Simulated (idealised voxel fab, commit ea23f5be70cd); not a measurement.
Module name: voxel lift off (process module)
Pictured: cross-section cut, 220 nm wide, on a grid of 5 nm square cells.
Reading order for cross-sections: top band down to bottom band. Underlying form: a grid of square cells. Band size: one or more rows of cells.
Within each band entry, the heights of the top and of the bottom of the band appear first, in that order and in nm; the materials of the band then follow from left to right, each with its corresponding width in nm. The designation "throughout" on a single material indicates that it fills the band from edge to edge; the designation "air" indicates empty space.
The reference from which all heights are counted is 0, the level beneath which the as-received wafer is entirely one material; the lowest band, having no lower bound, proceeds downward and is written after the example "0 nm and below".
With a width like "30 to 40", each row of cells in the band differs from the next by the same amount, the top row carrying the first number and the bottom row the second.
"no alteration", as given for a step, is the statement that not any cell of the cross-section underwent a change during that step.
Empty spaces without an open route to the top, at least 8 cells in extent, make up the entry "Unvented cavities"; each is given as width x height at distance, where the distance is measured from the left edge, and all are in nm.
Anything after a step's settings on that line? It's the simulator's own note about the step.
You can add "overlay nm" to a step's line. For a step with a mask, it describes how far the mask lay to the right of its planned position, and a negative number describes a lay to the left.

[These are the steps we planned for the process]
- 1: RECEIVE with material Si
- 2: CONFORMAL_DEP with material SiN, thk nm 15
- 3: PATTERN with tone open, mask id LINES, material resist, width nm 25, pitch nm 40, thk nm 20, overlay nm 0
- 4: DIRECTIONAL_DEP with material Ru, thk nm 5
- 5: STRIP with etch materials resist
- 6: CONFORMAL_DEP with material SiN, thk nm 5

[As received (post step 1): cross-section]
0 nm and below: Si throughout
Unvented cavities: none

[first wafer at the end, as planned]
25 nm to 20 nm: air=50 | SiN=35 | air=5 | SiN=35 | air=5 | SiN=35 | air=55
20 nm to 15 nm: SiN=55 | Ru=25 | SiN=15 | Ru=25 | SiN=15 | Ru=25 | SiN=60
15 nm to 0 nm: SiN throughout
0 nm and below: Si throughout
Unvented cavities: none

[So this is wafer number two of the two, cut at the end of the module - it started where the first did and had the same plan, we just got one thing wrong running it]
35 nm to 30 nm: air=50 | SiN=35 | air=5 | SiN=35 | air=5 | SiN=35 | air=55
30 nm to 25 nm: SiN=55 | Ru=25 | SiN=15 | Ru=25 | SiN=15 | Ru=25 | SiN=60
25 nm to 0 nm: SiN throughout
0 nm and below: Si throughout
Unvented cavities: none
What went wrong in running the wafer? step 2 went in with a setting other than planned; the actual run was CONFORMAL_DEP with material SiN, thk nm 25
FYI, end of process, the second wafer has more or fewer cells of some materials than the first: +88 SiN
